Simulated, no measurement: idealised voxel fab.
The name of this process module is voxel self aligned vias.
Shown is cross-section cut, with a width of 295 nm and square cells of size 5 nm.
Cross-sections here: square-cell grids, written as top-down lists of bands, a band being one or more rows of cells. Heights first: top, then bottom, in nm. Then materials, left to right, each with a width in nm. "edge to edge" on a single material: fills the band edge to edge. "blank": empty space. Height 0 is the level under which the wafer as received is all one material. The lowest band goes on downwards, as in "0..down". Width: "30..40" (first number = top row, second number = bottom row, same change from row to row of cells). "nothing was modified" after a step means that no cell of the cross-section changed. "Unvented internal voids" enumerates empty spaces isolated from the top, with no open way to it, that contain at least 8 cells, giving each as width x height at distance from the left edge, all three in nm. Text after the settings on a step's line: the simulator's own remark on that step. Among the settings permitted on a step's line is "overlay nm"; applied to a step with a mask, it specifies the extent to which the mask lay to the right of its planned position, whereas a negative figure signifies a position to the left.
Process steps foreseen in the plan
1,RECEIVE (material Si)
2,CONFORMAL_DEP (material SiO2; thk nm 10)
3,CONFORMAL_DEP (material SiCN; thk nm 5)
4,DIRECTIONAL_DEP (material SiO2; thk nm 25)
5,DIRECTIONAL_DEP (material aC; thk nm 15)
6,PATTERN (tone open; mask id LINES; material resist; width nm 30; pitch nm 65; thk nm 30; overlay nm 0)
7,DIRECTIONAL_ETCH (etch materials aC; depth nm 15)
8,STRIP (etch materials resist)
9,DIRECTIONAL_ETCH (etch materials SiO2; depth nm 25)
10,STRIP (etch materials aC)
11,CONFORMAL_DEP (material TiN; thk nm 5)
12,FILL_DEP (material W; thk nm 5)
13,CMP (height nm 40)
14,SELECTIVE_ETCH (etch materials W Ru TiN; depth nm 5)
15,FILL_DEP (material SiN; thk nm 5)
16,CMP (height nm 40)
17,DIRECTIONAL_DEP (material SiO2; thk nm 15)
18,DIRECTIONAL_DEP (material aC; thk nm 15)
19,PATTERN (tone open; mask id VIAS; material resist; width nm 40; thk nm 35; overlay nm 0)
20,DIRECTIONAL_ETCH (etch materials aC; depth nm 15)
21,STRIP (etch materials resist)
22,DIRECTIONAL_ETCH (etch materials SiO2; depth nm 15)
23,DIRECTIONAL_ETCH (etch materials SiN; depth nm 5)
24,STRIP (etch materials aC)
25,CONFORMAL_DEP (material TiN; thk nm 5)
26,FILL_DEP (material W; thk nm 5)
27,CMP (height nm 55)
28,CONFORMAL_DEP (material SiN; thk nm 5)
Here's what the wafer looked like in cross-section when it arrived - that's after step 1
> 0..down: Si edge to edge
> Unvented internal voids: none
One mistake in running the module, otherwise start and plan as above: cross-section at the end
> 60..55: SiN edge to edge
> 55..45: 95 of SiO2  5 of TiN  30 of W  5 of TiN  160 of SiO2
> 45..40: 95 of SiO2  40 of TiN  160 of SiO2
> 40..35: SiCN edge to edge
> 35..0: SiO2 edge to edge
> 0..down: Si edge to edge
> Unvented internal voids: none
Want to know what went wrong? swap of plan steps 3 and 4 during execution
